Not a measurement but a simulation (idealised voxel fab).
A process module follows: voxel capacitor over wiring.
The width of the displayed cross-section, cut, is 160 nm; its cells are square, with a size of 5 nm.
The cross-sections in this document take the form of a grid made of square cells. They are written out as bands, in order from top to bottom. Each band consists of one or more rows of cells.
Quick guide to a band line: top height, bottom height (nm) up front; then every material left to right with its width in nm. Only one material and it's marked "all across"? Then it fills the band edge to edge. And "air" just means empty space.
Height datum 0, below which the as-received substrate wafer is one material. Lowest band open at the bottom, running downward: "0 -> down".
A width given as "30..40" starts at the first number in the band's top row and ends at the second number in its bottom row, shifting by an equal amount at every step from row to row.
"no change occurred" means the step left every cell of the cross-section as it was.
For the entry "Sealed voids", the listed items are empty spaces with no open way to the top whose size is 8 cells or more; each item follows the pattern width x height at distance, where distance is from the left edge and all three are in nm.
The remark found on a step's line after its settings is issued by the simulator itself and pertains to that step.
What "overlay nm" on a step's line means: if the step has a mask, that mask lay this far to the right of its planned place, or, when the value is negative, to the left.

Process steps - plan
- 1: RECEIVE, material Si
- 2: CONFORMAL_DEP, material SiO2, thk nm 10
- 3: DIRECTIONAL_DEP, material TiN, thk nm 5
- 4: DIRECTIONAL_DEP, material Ru, thk nm 25
- 5: DIRECTIONAL_DEP, material aC, thk nm 10
- 6: PATTERN, tone cover, mask id METAL_1, material resist, width nm 20, pitch nm 85, thk nm 30, overlay nm 0
- 7: DIRECTIONAL_ETCH, etch materials aC, depth nm 10
- 8: STRIP, etch materials resist
- 9: DIRECTIONAL_ETCH, etch materials Ru, depth nm 25
- 10: DIRECTIONAL_ETCH, etch materials TiN, depth nm 5
- 11: STRIP, etch materials aC
- 12: FILL_DEP, material lowk, thk nm 10
- 13: CMP, height nm 40
- 14: CONFORMAL_DEP, material SiCN, thk nm 5
- 15: DIRECTIONAL_DEP, material lowk, thk nm 15
- 16: PATTERN, tone open, mask id PLUG_1, material resist, width nm 15, thk nm 15, overlay nm 0
- 17: DIRECTIONAL_ETCH, etch materials lowk, depth nm 15
- 18: DIRECTIONAL_ETCH, etch materials SiCN, depth nm 5
- 19: STRIP, etch materials resist
- 20: EPI, material Ru, thk nm 10
- 21: EPI, material Ru, thk nm 10
- 22: DIRECTIONAL_DEP, material TiN, thk nm 5
- 23: DIRECTIONAL_DEP, material HfO2, thk nm 5
- 24: DIRECTIONAL_DEP, material TiN, thk nm 10
- 25: PATTERN, tone cover, mask id UPPER_PLATE, material resist, width nm 70, thk nm 15, overlay nm 0
- 26: DIRECTIONAL_ETCH, etch materials TiN, depth nm 10
- 27: DIRECTIONAL_ETCH, etch materials HfO2, depth nm 5
- 28: STRIP, etch materials resist
- 29: DIRECTIONAL_DEP, material aC, thk nm 15
- 30: PATTERN, tone cover, mask id LOWER_PLATE, material resist, width nm 80, thk nm 35, overlay nm 0
- 31: DIRECTIONAL_ETCH, etch materials aC, depth nm 15
- 32: STRIP, etch materials resist
- 33: DIRECTIONAL_ETCH, etch materials TiN, depth nm 5
- 34: STRIP, etch materials aC
- 35: FILL_DEP, material SiO2, thk nm 15
- 36: CMP, height nm 90
- 37: MASKED_ETCH, tone open, mask id PLUG_2, width nm 15, etch materials SiO2, depth nm 10, overlay nm 0
- 38: CONFORMAL_DEP, material TiN, thk nm 5
- 39: FILL_DEP, material Ru, thk nm 10
- 40: CMP, height nm 90
- 41: CONFORMAL_DEP, material SiCN, thk nm 5

Cross-section of the wafer at receipt, which is the condition after step 1
> 0 -> down  Si all across
> Sealed voids: none

As-planned run: cross-section of the first of two wafers at end of module
> 95 -> 90  SiCN all across
> 90 -> 85  40 nm SiO2, 5 nm TiN, 5 nm Ru, 5 nm TiN, 105 nm SiO2
> 85 -> 80  40 nm SiO2, 15 nm TiN, 105 nm SiO2
> 80 -> 70  30 nm SiO2, 70 nm TiN, 60 nm SiO2
> 70 -> 65  30 nm SiO2, 70 nm HfO2, 60 nm SiO2
> 65 -> 60  25 nm SiO2, 80 nm TiN, 55 nm SiO2
> 60 -> 45  30 nm lowk, 15 nm Ru, 115 nm lowk
> 45 -> 40  30 nm SiCN, 15 nm Ru, 115 nm SiCN
> 40 -> 15  25 nm lowk, 20 nm Ru, 65 nm lowk, 20 nm Ru, 30 nm lowk
> 15 -> 10  25 nm lowk, 20 nm TiN, 65 nm lowk, 20 nm TiN, 30 nm lowk
> 10 -> 0  SiO2 all across
> 0 -> down  Si all across
> Sealed voids: none

Cross-section of the latter of the two wafers at module completion. It had an identical start and an identical plan to the former; in running it, one mistake was made
> 95 -> 90  SiCN all across
> 90 -> 85  40 nm SiO2, 5 nm TiN, 5 nm Ru, 5 nm TiN, 105 nm SiO2
> 85 -> 80  40 nm SiO2, 15 nm TiN, 105 nm SiO2
> 80 -> 75  SiO2 all across
> 75 -> 70  30 nm SiO2, 70 nm TiN, 60 nm SiO2
> 70 -> 65  30 nm SiO2, 70 nm HfO2, 60 nm SiO2
> 65 -> 60  25 nm TiN, 5 nm SiO2, 70 nm TiN, 5 nm SiO2, 55 nm TiN
> 60 -> 45  30 nm lowk, 15 nm Ru, 115 nm lowk
> 45 -> 40  30 nm SiCN, 15 nm Ru, 115 nm SiCN
> 40 -> 15  25 nm lowk, 20 nm Ru, 65 nm lowk, 20 nm Ru, 30 nm lowk
> 15 -> 10  25 nm lowk, 20 nm TiN, 65 nm lowk, 20 nm TiN, 30 nm lowk
> 10 -> 0  SiO2 all across
> 0 -> down  Si all across
> Sealed voids: none
Run error: off-plan run, step 30, actual operation and settings PATTERN, tone open, mask id LOWER_PLATE, material resist, width nm 80, thk nm 35, overlay nm 0
Both wafers, final: cells per material equal; arrangement not.
